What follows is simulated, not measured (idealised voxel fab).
This section sets out a process module, namely voxel released beams.
Displayed cross-section: cut, width of 200 nm, square cells sized 5 nm.
Cross-section spec: square-cell grid; bands listed top down; each band is one or more rows. This entry defines a band. It first specifies the height of the band's top and the height of its bottom in nm, and then specifies the band's materials from left to right, stating each material with its width in nm. The word "throughout" identifies a single material that fills the band from edge to edge, while the word "air" identifies empty space. Measure heights from 0. That's the level where, below it, the as-received wafer is all one material. The lowest band is bottomless and extends downward; write it as in "0 -> down". Top row gets the first number, bottom row gets the second, and each row in between changes by the same step: that is how a band width like "30->40" works. "remains unaltered" for a step: no cell of the cross-section changed in that step. "Closed-off voids" lists enclosed empty spaces (at least 8 cells, no open path upward to the top), each as width x height at distance from the left edge, in nm. Text after the settings on a step's line: the simulator's own remark on that step. overlay nm: step with mask; distance mask lay right of planned place; negative value = left of planned place.
Steps planned for the process:
1,RECEIVE (material Si)
2,CONFORMAL_DEP (material SiN; thk nm 5)
3,DIRECTIONAL_DEP (material SiO2; thk nm 20)
4,MASKED_ETCH (tone open; mask id ANCHOR; width nm 35; etch materials SiO2; depth nm 20; overlay nm 0)
5,CONFORMAL_DEP (material TiN; thk nm 15)
6,DIRECTIONAL_DEP (material aC; thk nm 15)
7,PATTERN (tone cover; mask id BEAM; material resist; width nm 90; thk nm 30; overlay nm 0)
8,DIRECTIONAL_ETCH (etch materials aC; depth nm 15)
9,STRIP (etch materials resist)
10,DIRECTIONAL_ETCH (etch materials TiN; depth nm 15)
11,STRIP (etch materials aC)
12,STRIP (etch materials SiO2)
Wafer at receipt (post step 1), cross-section:
* 0 -> down  Si throughout
* Closed-off voids: none
Cross-section, end of module. Start: as above. Plan: as above. Execution: one mistake:
* 55 -> 40  50 air, 90 TiN, 60 air
* 40 -> 25  TiN throughout
* 25 -> 5  55 SiO2, 35 TiN, 110 SiO2
* 5 -> 0  SiN throughout
* 0 -> down  Si throughout
* Closed-off voids: none
Heads up, the wafer didn't run the way we planned it: step 5 from the plan got run twice
